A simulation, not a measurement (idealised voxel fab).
A process module follows: voxel wiring stack.
Square cell edge 5 nm, section width 270 nm, ID cut.
Each cross-section below is a grid of square cells, stated as bands in top-down order, with one or more rows of cells making up each band.
What a band's entry tells you: where the top is and where the bottom is, as heights in nm, and after that what lies inside, material by material from left to right, each with its width in nm. Empty space is written as the word "empty", and a single material marked with the word "all across" occupies the band from edge to edge.
Height reference: 0 = level under which incoming wafer is all one material. Lowest band: no bottom, runs on downward, e.g. "0 -> down".
The width entry "30->40" should be interpreted row by row: the top row of cells in the band takes the first number, the bottom row takes the second number, and the change between adjacent rows is uniform throughout.
Given "stayed the same" for a step, no cell of the cross-section differs between before and after that step.
The label "Completely sealed voids" introduces a list of the empty spaces, 8 cells or larger, that have no open way up to the top; each entry in it reads width x height at distance, where the distance is taken from the left edge and all three are stated in nm.
Where a step's line continues beyond its settings, the continuation is a remark by the simulator itself on that step.
On any step carrying a mask, the "overlay nm" setting, if present on the step's line, tells how far right of its planned place the mask lay; negative values point to the left.

**List of planned process steps**
step 1: RECEIVE: material Si
step 2: CONFORMAL_DEP: material SiO2, thk nm 15
step 3: CONFORMAL_DEP: material SiCN, thk nm 5
step 4: DIRECTIONAL_DEP: material SiO2, thk nm 20
step 5: PATTERN: tone open, mask id METAL_1, material resist, width nm 25, pitch nm 45, thk nm 20, overlay nm 0
step 6: DIRECTIONAL_ETCH: etch materials SiO2, depth nm 20
step 7: DIRECTIONAL_ETCH: etch materials SiCN, depth nm 5
step 8: STRIP: etch materials resist
step 9: CONFORMAL_DEP: material TiN, thk nm 5
step 10: FILL_DEP: material Ru, thk nm 5
step 11: CMP: height nm 40
step 12: CONFORMAL_DEP: material SiCN, thk nm 5
step 13: DIRECTIONAL_DEP: material SiO2, thk nm 10
step 14: PATTERN: tone open, mask id PLUG_1, material resist, width nm 15, pitch nm 45, thk nm 20, overlay nm 0
step 15: DIRECTIONAL_ETCH: etch materials SiO2, depth nm 10
step 16: DIRECTIONAL_ETCH: etch materials SiCN, depth nm 5
step 17: STRIP: etch materials resist
step 18: EPI: material Ru, thk nm 10
step 19: EPI: material Ru, thk nm 5
step 20: CONFORMAL_DEP: material SiN, thk nm 5
step 21: DIRECTIONAL_DEP: material lowk, thk nm 20
step 22: PATTERN: tone open, mask id METAL_2, material resist, width nm 25, pitch nm 45, thk nm 20, overlay nm 0
step 23: DIRECTIONAL_ETCH: etch materials lowk, depth nm 20
step 24: DIRECTIONAL_ETCH: etch materials SiN, depth nm 5
step 25: STRIP: etch materials resist
step 26: CONFORMAL_DEP: material TiN, thk nm 5
step 27: FILL_DEP: material Cu, thk nm 5
step 28: CMP: height nm 80
step 29: CONFORMAL_DEP: material SiCN, thk nm 5
step 30: DIRECTIONAL_DEP: material lowk, thk nm 30
step 31: MASKED_ETCH: tone open, mask id METAL_3_HOLES, width nm 15, pitch nm 90, etch materials lowk, depth nm 30, overlay nm 0
step 32: DIRECTIONAL_DEP: material aC, thk nm 10
step 33: PATTERN: tone open, mask id METAL_3, material resist, width nm 25, pitch nm 45, thk nm 25, overlay nm 0
step 34: DIRECTIONAL_ETCH: etch materials aC, depth nm 10
step 35: STRIP: etch materials resist
step 36: DIRECTIONAL_ETCH: etch materials lowk, depth nm 15
step 37: DIRECTIONAL_ETCH: etch materials SiCN, depth nm 5
step 38: STRIP: etch materials aC
step 39: CONFORMAL_DEP: material TiN, thk nm 5
step 40: FILL_DEP: material Cu, thk nm 10
step 41: CMP: height nm 115
step 42: CONFORMAL_DEP: material SiN, thk nm 5

**Wafer as received: cross-section following step 1**
    0 -> down  Si all across
    Completely sealed voids: none

**Cross-section, first of two wafers, end of module, run as planned**
    120 -> 115  SiN all across
    115 -> 105  lowk: 55  TiN: 5  Cu: 15  TiN: 5  lowk: 20  TiN: 5  Cu: 15  TiN: 5  lowk: 20  TiN: 5  Cu: 15  TiN: 5  lowk: 20  TiN: 5  Cu: 15  TiN: 5  lowk: 55
    105 -> 100  lowk: 55  TiN: 5  Cu: 5  TiN: 15  lowk: 20  TiN: 25  lowk: 20  TiN: 5  Cu: 5  TiN: 15  lowk: 20  TiN: 25  lowk: 55
    100 -> 85  lowk: 55  TiN: 5  Cu: 5  TiN: 5  lowk: 75  TiN: 5  Cu: 5  TiN: 5  lowk: 110
    85 -> 80  SiCN: 55  TiN: 15  SiCN: 75  TiN: 15  SiCN: 110
    80 -> 60  lowk: 55  TiN: 5  Cu: 15  TiN: 5  lowk: 20  TiN: 5  Cu: 15  TiN: 5  lowk: 20  TiN: 5  Cu: 15  TiN: 5  lowk: 20  TiN: 5  Cu: 15  TiN: 5  lowk: 55
    60 -> 55  SiN: 55  TiN: 25  SiN: 20  TiN: 25  SiN: 20  TiN: 25  SiN: 20  TiN: 25  SiN: 55
    55 -> 45  SiO2: 55  Ru: 15  SiO2: 30  Ru: 15  SiO2: 30  Ru: 15  SiO2: 30  Ru: 15  SiO2: 65
    45 -> 40  SiCN: 55  Ru: 15  SiCN: 30  Ru: 15  SiCN: 30  Ru: 15  SiCN: 30  Ru: 15  SiCN: 65
    40 -> 20  SiO2: 55  TiN: 5  Ru: 15  TiN: 5  SiO2: 20  TiN: 5  Ru: 15  TiN: 5  SiO2: 20  TiN: 5  Ru: 15  TiN: 5  SiO2: 20  TiN: 5  Ru: 15  TiN: 5  SiO2: 55
    20 -> 15  SiCN: 55  TiN: 25  SiCN: 20  TiN: 25  SiCN: 20  TiN: 25  SiCN: 20  TiN: 25  SiCN: 55
    15 -> 0  SiO2 all across
    0 -> down  Si all across
    Completely sealed voids: none

**This cross-section belongs to the second wafer of two at the end of the module; the start and the plan were shared with the first, and the run included one mistake**
    120 -> 115  SiN all across
    115 -> 105  lowk: 55  TiN: 5  Cu: 15  TiN: 5  lowk: 20  TiN: 5  Cu: 15  TiN: 5  lowk: 20  TiN: 5  Cu: 15  TiN: 5  lowk: 20  TiN: 5  Cu: 15  TiN: 5  lowk: 55
    105 -> 100  lowk: 55  TiN: 5  Cu: 5  TiN: 15  lowk: 20  TiN: 25  lowk: 20  TiN: 5  Cu: 5  TiN: 15  lowk: 20  TiN: 25  lowk: 55
    100 -> 85  lowk: 55  TiN: 5  Cu: 5  TiN: 5  lowk: 75  TiN: 5  Cu: 5  TiN: 5  lowk: 110
    85 -> 80  SiCN: 55  TiN: 15  SiCN: 75  TiN: 15  SiCN: 110
    80 -> 65  lowk: 55  TiN: 5  Cu: 15  TiN: 5  lowk: 20  TiN: 5  Cu: 15  TiN: 5  lowk: 20  TiN: 5  Cu: 15  TiN: 5  lowk: 20  TiN: 5  Cu: 15  TiN: 5  lowk: 55
    65 -> 60  lowk: 55  TiN: 25  lowk: 20  TiN: 25  lowk: 20  TiN: 25  lowk: 20  TiN: 25  lowk: 55
    60 -> 55  SiO2 all across
    55 -> 45  SiO2: 55  Ru: 15  SiO2: 30  Ru: 15  SiO2: 30  Ru: 15  SiO2: 30  Ru: 15  SiO2: 65
    45 -> 40  SiCN: 55  Ru: 15  SiCN: 30  Ru: 15  SiCN: 30  Ru: 15  SiCN: 30  Ru: 15  SiCN: 65
    40 -> 20  SiO2: 55  TiN: 5  Ru: 15  TiN: 5  SiO2: 20  TiN: 5  Ru: 15  TiN: 5  SiO2: 20  TiN: 5  Ru: 15  TiN: 5  SiO2: 20  TiN: 5  Ru: 15  TiN: 5  SiO2: 55
    20 -> 15  SiCN: 55  TiN: 25  SiCN: 20  TiN: 25  SiCN: 20  TiN: 25  SiCN: 20  TiN: 25  SiCN: 55
    15 -> 0  SiO2 all across
    0 -> down  Si all across
    Completely sealed voids: none
Where did the run depart from the plan? for step 20, the planned setting was not used; the step was instead run as CONFORMAL_DEP: material SiO2, thk nm 5
at the end the second wafer has, in cells: 12 fewer of Cu | 34 fewer of SiN | 54 more of SiO2 | 8 fewer of TiN
